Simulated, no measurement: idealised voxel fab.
This is a process module. Its name is voxel self aligned vias.
The figure presents cross-section cut, which has a width of 290 nm and is divided into square cells with an edge length of 5 nm.
We lay out every cross-section as a grid of square cells and spell it out in bands from the top down, where one band means one or more rows of cells.
Heads up on the band format: heights come first, top then bottom, in nm. After that it's the materials left to right, each with its width in nm. A single material flagged "edge to edge" fills the whole band edge to edge, and "blank" means there's empty space there.
For the purposes of this specification, 0 denotes the height below which the wafer in its as-received condition is composed wholly of one material, and the lowermost band, lacking a lower limit, extends downward without end, as expressed in "0 and below".
A two-number width, for instance "30 to 40", indicates that the width is equal to the first number in the top row of the band and to the second number in the bottom row, and that it changes by a constant amount per row of cells.
What does "nothing was modified" mean for a step? It means no cell of the cross-section changed in that step.
This entry, "Fully closed voids", enumerates those empty regions of no fewer than 8 cells that possess no open connection to the top. Each region is reported in the form width x height at distance, the distance being taken from the left edge, with all three quantities expressed in nm.
Past the settings on a step's line: simulator remark, on that step.
When a step includes a mask, the "overlay nm" setting on its line states how far to the right of its planned place that mask lay, and negative values state how far to the left.
## So here's the lineup of process steps we planned
| 1 | RECEIVE (material Si) |
| 2 | CONFORMAL_DEP (material SiO2; thk nm 10) |
| 3 | CONFORMAL_DEP (material SiCN; thk nm 5) |
| 4 | DIRECTIONAL_DEP (material lowk; thk nm 20) |
| 5 | MASKED_ETCH (tone open; mask id LINES; width nm 25; pitch nm 65; etch materials lowk; depth nm 20; overlay nm 0) |
| 6 | CONFORMAL_DEP (material TiN; thk nm 5) |
| 7 | FILL_DEP (material Ru; thk nm 10) |
| 8 | CMP (height nm 35) |
| 9 | SELECTIVE_ETCH (etch materials W Ru TiN; depth nm 5) |
| 10 | FILL_DEP (material SiN; thk nm 10) |
| 11 | CMP (height nm 35) |
| 12 | DIRECTIONAL_DEP (material lowk; thk nm 15) |
| 13 | DIRECTIONAL_DEP (material aC; thk nm 10) |
| 14 | PATTERN (tone open; mask id VIAS; material resist; width nm 45; pitch nm 65; thk nm 25; overlay nm 0) |
| 15 | DIRECTIONAL_ETCH (etch materials aC; depth nm 10) |
| 16 | STRIP (etch materials resist) |
| 17 | DIRECTIONAL_ETCH (etch materials lowk; depth nm 15) |
| 18 | DIRECTIONAL_ETCH (etch materials SiN; depth nm 5) |
| 19 | STRIP (etch materials aC) |
| 20 | CONFORMAL_DEP (material TiN; thk nm 5) |
| 21 | FILL_DEP (material Ru; thk nm 5) |
| 22 | CMP (height nm 50) |
| 23 | CONFORMAL_DEP (material SiCN; thk nm 5) |
## Wafer at receipt (post step 1), cross-section
    0 and below | Si edge to edge
    Fully closed voids: none
## Cross-sectional view of the first of the two wafers upon completion of the module, processed in accordance with the plan
    55 down to 50 | SiCN edge to edge
    50 down to 40 | 90 lowk, then 5 TiN, then 35 Ru, then 5 TiN, then 20 lowk, then 5 TiN, then 35 Ru, then 5 TiN, then 90 lowk
    40 down to 35 | 90 lowk, then 15 TiN, then 15 Ru, then 15 TiN, then 20 lowk, then 15 TiN, then 15 Ru, then 15 TiN, then 90 lowk
    35 down to 30 | 100 lowk, then 25 TiN, then 40 lowk, then 25 TiN, then 100 lowk
    30 down to 20 | 100 lowk, then 5 TiN, then 15 Ru, then 5 TiN, then 40 lowk, then 5 TiN, then 15 Ru, then 5 TiN, then 100 lowk
    20 down to 15 | 100 lowk, then 25 TiN, then 40 lowk, then 25 TiN, then 100 lowk
    15 down to 10 | SiCN edge to edge
    10 down to 0 | SiO2 edge to edge
    0 and below | Si edge to edge
    Fully closed voids: none
## Same start, same plan as the first wafer - but one mistake in the run. Cross-section of the second of the two at the end of the module
    55 down to 50 | SiCN edge to edge
    50 down to 35 | 90 lowk, then 5 TiN, then 35 Ru, then 5 TiN, then 20 lowk, then 5 TiN, then 35 Ru, then 5 TiN, then 90 lowk
    35 down to 30 | 90 lowk, then 45 TiN, then 20 lowk, then 45 TiN, then 90 lowk
    30 down to 20 | 90 lowk, then 15 TiN, then 15 Ru, then 15 TiN, then 20 lowk, then 15 TiN, then 15 Ru, then 15 TiN, then 90 lowk
    20 down to 15 | 100 lowk, then 25 TiN, then 40 lowk, then 25 TiN, then 100 lowk
    15 down to 10 | SiCN edge to edge
    10 down to 0 | SiO2 edge to edge
    0 and below | Si edge to edge
    Fully closed voids: none
Nonconformance to the process plan: execution of plan step 17 occurred twice
In the final state, the cell counts of the second wafer exceed or fall short of those of the first for the following materials: +8 Ru, +16 TiN, -24 lowk
